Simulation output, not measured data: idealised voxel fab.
Process module, titled voxel trench capacitor
Shown is cross-section cut, with a width of 225 nm and square cells of size 5 nm.
Think of the cross-section as a grid of square cells. We describe it in bands, top to bottom, and each band covers one or more rows of those cells.
First you get the band's top height and its bottom height, in nm, and then the materials it's made of, left to right, with each width in nm. If you see a single material with "all across", that one covers the band edge to edge. "air" is empty space.
The level at which height equals 0 is the one under which the wafer, as it arrives, is entirely one material. No lower edge exists for the bottom band, which continues downward and is notated as in "0 down".
With a width like "30->40", each row of cells in the band differs from the next by the same amount, the top row carrying the first number and the bottom row the second.
"no modifications" (step): cross-section cells unchanged, all of them.
Closed-off voids of 8+ cells (no open route to the top) go in "Sealed cavities", written width x height at distance from the left edge, in nm.
Past the settings on a step's line: simulator remark, on that step.
What "overlay nm" on a step's line means: if the step has a mask, that mask lay this far to the right of its planned place, or, when the value is negative, to the left.

This section lists the process steps that were planned
1. RECEIVE with material Si
2. CONFORMAL_DEP with material SiN, thk nm 10
3. MASKED_ETCH with tone open, mask id TRENCH, width nm 15, pitch nm 35, etch materials SiN, depth nm 10, overlay nm 0
4. MASKED_ETCH with tone open, mask id TRENCH, width nm 15, pitch nm 35, etch materials Si, depth nm 40, overlay nm 0
5. CONFORMAL_DEP with material Al2O3, thk nm 5
6. FILL_DEP with material polySi, thk nm 10
7. CMP with height nm 10
What sets these wafers apart? The thk nm at step 5. They all start alike, and the plan carries the first wafer's value.

The first of several wafers in cross-section, exactly as it reached us after step 1
- 0 down: Si all across
- Sealed cavities: none

At the end of the module, after its last step, step 7, the first of several wafers appears in cross-section as follows
- 10 to 0: SiN 70 nm  Al2O3 5 nm  polySi 5 nm  Al2O3 5 nm  SiN 20 nm  Al2O3 5 nm  polySi 5 nm  Al2O3 5 nm  SiN 20 nm  Al2O3 5 nm  polySi 5 nm  Al2O3 5 nm  SiN 70 nm
- 0 to -35: Si 70 nm  Al2O3 5 nm  polySi 5 nm  Al2O3 5 nm  Si 20 nm  Al2O3 5 nm  polySi 5 nm  Al2O3 5 nm  Si 20 nm  Al2O3 5 nm  polySi 5 nm  Al2O3 5 nm  Si 70 nm
- -35 to -40: Si 70 nm  Al2O3 15 nm  Si 20 nm  Al2O3 15 nm  Si 20 nm  Al2O3 15 nm  Si 70 nm
- -40 down: Si all across
- Sealed cavities: none

Final wafer of several, shown in cross-section at the end of the module
- 10 to 0: SiN 70 nm  Al2O3 15 nm  SiN 20 nm  Al2O3 15 nm  SiN 20 nm  Al2O3 15 nm  SiN 70 nm
- 0 to -40: Si 70 nm  Al2O3 15 nm  Si 20 nm  Al2O3 15 nm  Si 20 nm  Al2O3 15 nm  Si 70 nm
- -40 down: Si all across
- Sealed cavities: none

Here is how to read the rows: every wafer has a row, and it shows the wafer at the end of the module, giving for each material how many cells were gained (+) or lost (-) since the wafer was received, then listing its closed voids
thk nm 5, +63 Al2O3, -72 Si, +72 SiN, +27 polySi, Sealed cavities: none
thk nm 10, +90 Al2O3, -72 Si, +72 SiN, Sealed cavities: none
thk nm 15, +90 Al2O3, -72 Si, +72 SiN, Sealed cavities: none
thk nm 20, +90 Al2O3, -72 Si, +72 SiN, Sealed cavities: none
